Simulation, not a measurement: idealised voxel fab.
voxel trench capacitor: a process module
Square cells of 5 nm make up the cross-section cut, whose width is 165 nm.
This document writes a cross-section as a grid whose cells are square, and gives it as bands, listed from the top down; one or more rows of cells form a band.
For a band, the entry starts with two heights in nm, that of the top and then that of the bottom, and carries on with the band's materials in order from left to right, each alongside its width in nm; the word "full width" beside a single material means it fills the band edge to edge, and "air" means empty space.
All heights in this document are referenced to 0, defined as the level beneath which the wafer, as received, consists entirely of one material. The lowest band is not bounded below; it extends indefinitely downward and is written in the form "0 down".
Quick explanation for "30 to 40": the width changes in equal steps down the rows of cells, from the first number in the band's top row to the second number in its bottom row.
You'll sometimes find "everything unchanged" written for a step, and that's the way of saying that nowhere in the cross-section did a cell change during that step.
For the entry "Enclosed cavities", the listed items are empty spaces with no open way to the top whose size is 8 cells or more; each item follows the pattern width x height at distance, where distance is from the left edge and all three are in nm.
Whatever follows a step's settings on its line is a remark the simulator itself makes about that step.
The "overlay nm" setting may appear on a step's line; for a step that uses a mask, it gives how far to the right of its planned position the mask lay, and a negative value indicates the left.

The process steps that were planned are listed below
1: RECEIVE (material Si)
2: CONFORMAL_DEP (material SiN; thk nm 5)
3: DIRECTIONAL_DEP (material aC; thk nm 15)
4: PATTERN (tone open; mask id TRENCH; material resist; width nm 15; pitch nm 40; thk nm 35; overlay nm 0)
5: DIRECTIONAL_ETCH (etch materials aC; depth nm 15)
6: STRIP (etch materials resist)
7: DIRECTIONAL_ETCH (etch materials SiN; depth nm 5)
8: DIRECTIONAL_ETCH (etch materials Si; depth nm 40)
9: STRIP (etch materials aC)
10: CONFORMAL_DEP (material Al2O3; thk nm 5)
11: FILL_DEP (material polySi; thk nm 5)
12: CMP (height nm 5)

First of the two wafers, run per plan

As-received state of the wafer in cross-section, equivalent to post-step 1
    0 down: Si full width
    Enclosed cavities: none

The following cross-section depicts the wafer upon completion of step 2
    5 to 0: SiN full width
    No changes below 0.

The following cross-section depicts the wafer upon completion of step 3
    20 to 5: aC full width
    No changes below 5.

The following cross-section depicts the wafer upon completion of step 4
    55 to 20: 35 of resist  15 of air  25 of resist  15 of air  25 of resist  15 of air  35 of resist
    No changes below 20.

The following cross-section depicts the wafer upon completion of step 5
    40 to 20: 35 of resist  15 of air  25 of resist  15 of air  25 of resist  15 of air  35 of resist
    20 to 5: 35 of aC  15 of air  25 of aC  15 of air  25 of aC  15 of air  35 of aC
    No changes below 5.

The following cross-section depicts the wafer upon completion of step 6
    20 to 5: 35 of aC  15 of air  25 of aC  15 of air  25 of aC  15 of air  35 of aC
    No changes below 5.

The following cross-section depicts the wafer upon completion of step 7
    20 to 5: 35 of aC  15 of air  25 of aC  15 of air  25 of aC  15 of air  35 of aC
    5 to 0: 35 of SiN  15 of air  25 of SiN  15 of air  25 of SiN  15 of air  35 of SiN
    No changes below 0.

The following cross-section depicts the wafer upon completion of step 8
    20 to 5: 35 of aC  15 of air  25 of aC  15 of air  25 of aC  15 of air  35 of aC
    5 to 0: 35 of SiN  15 of air  25 of SiN  15 of air  25 of SiN  15 of air  35 of SiN
    0 to -40: 35 of Si  15 of air  25 of Si  15 of air  25 of Si  15 of air  35 of Si
    No changes below -40.

The following cross-section depicts the wafer upon completion of step 9
    5 to 0: 35 of SiN  15 of air  25 of SiN  15 of air  25 of SiN  15 of air  35 of SiN
    No changes below 0.

The following cross-section depicts the wafer upon completion of step 10
    10 to 5: 40 of Al2O3  5 of air  35 of Al2O3  5 of air  35 of Al2O3  5 of air  40 of Al2O3
    5 to 0: 35 of SiN  5 of Al2O3  5 of air  5 of Al2O3  25 of SiN  5 of Al2O3  5 of air  5 of Al2O3  25 of SiN  5 of Al2O3  5 of air  5 of Al2O3  35 of SiN
    0 to -35: 35 of Si  5 of Al2O3  5 of air  5 of Al2O3  25 of Si  5 of Al2O3  5 of air  5 of Al2O3  25 of Si  5 of Al2O3  5 of air  5 of Al2O3  35 of Si
    -35 to -40: 35 of Si  15 of Al2O3  25 of Si  15 of Al2O3  25 of Si  15 of Al2O3  35 of Si
    No changes below -40.

The following cross-section depicts the wafer upon completion of step 11
    15 to 10: polySi full width
    10 to 5: 40 of Al2O3  5 of polySi  35 of Al2O3  5 of polySi  35 of Al2O3  5 of polySi  40 of Al2O3
    5 to 0: 35 of SiN  5 of Al2O3  5 of polySi  5 of Al2O3  25 of SiN  5 of Al2O3  5 of polySi  5 of Al2O3  25 of SiN  5 of Al2O3  5 of polySi  5 of Al2O3  35 of SiN
    0 to -35: 35 of Si  5 of Al2O3  5 of polySi  5 of Al2O3  25 of Si  5 of Al2O3  5 of polySi  5 of Al2O3  25 of Si  5 of Al2O3  5 of polySi  5 of Al2O3  35 of Si
    No changes below -35.

The following cross-section depicts the wafer upon completion of step 12
    5 to 0: 35 of SiN  5 of Al2O3  5 of polySi  5 of Al2O3  25 of SiN  5 of Al2O3  5 of polySi  5 of Al2O3  25 of SiN  5 of Al2O3  5 of polySi  5 of Al2O3  35 of SiN
    No changes below 0.

Second of two: same start, same plan, one run error; steps up to and including 9 match the first

Cross-section, second wafer, at the end time the plan gives for step 10
    10 to 5: 40 of aC  5 of air  35 of aC  5 of air  35 of aC  5 of air  40 of aC
    5 to 0: 35 of SiN  5 of aC  5 of air  5 of aC  25 of SiN  5 of aC  5 of air  5 of aC  25 of SiN  5 of aC  5 of air  5 of aC  35 of SiN
    0 to -35: 35 of Si  5 of aC  5 of air  5 of aC  25 of Si  5 of aC  5 of air  5 of aC  25 of Si  5 of aC  5 of air  5 of aC  35 of Si
    -35 to -40: 35 of Si  15 of aC  25 of Si  15 of aC  25 of Si  15 of aC  35 of Si
    No changes below -40.

Cross-section, second wafer, at the end time the plan gives for step 11
    15 to 10: polySi full width
    10 to 5: 40 of aC  5 of polySi  35 of aC  5 of polySi  35 of aC  5 of polySi  40 of aC
    5 to 0: 35 of SiN  5 of aC  5 of polySi  5 of aC  25 of SiN  5 of aC  5 of polySi  5 of aC  25 of SiN  5 of aC  5 of polySi  5 of aC  35 of SiN
    0 to -35: 35 of Si  5 of aC  5 of polySi  5 of aC  25 of Si  5 of aC  5 of polySi  5 of aC  25 of Si  5 of aC  5 of polySi  5 of aC  35 of Si
    No changes below -35.

Cross-section, second wafer, at the end time the plan gives for step 12
    5 to 0: 35 of SiN  5 of aC  5 of polySi  5 of aC  25 of SiN  5 of aC  5 of polySi  5 of aC  25 of SiN  5 of aC  5 of polySi  5 of aC  35 of SiN
    No changes below 0.
What went wrong in running the wafer? it should be noted that step 10 was executed with settings other than those planned, the operation and settings actually applied being CONFORMAL_DEP (material aC; thk nm 5)
Bottom line after processing is that, in cells, the second wafer is up or down on some materials versus the first: Al2O3: 57 fewer; aC: 57 more
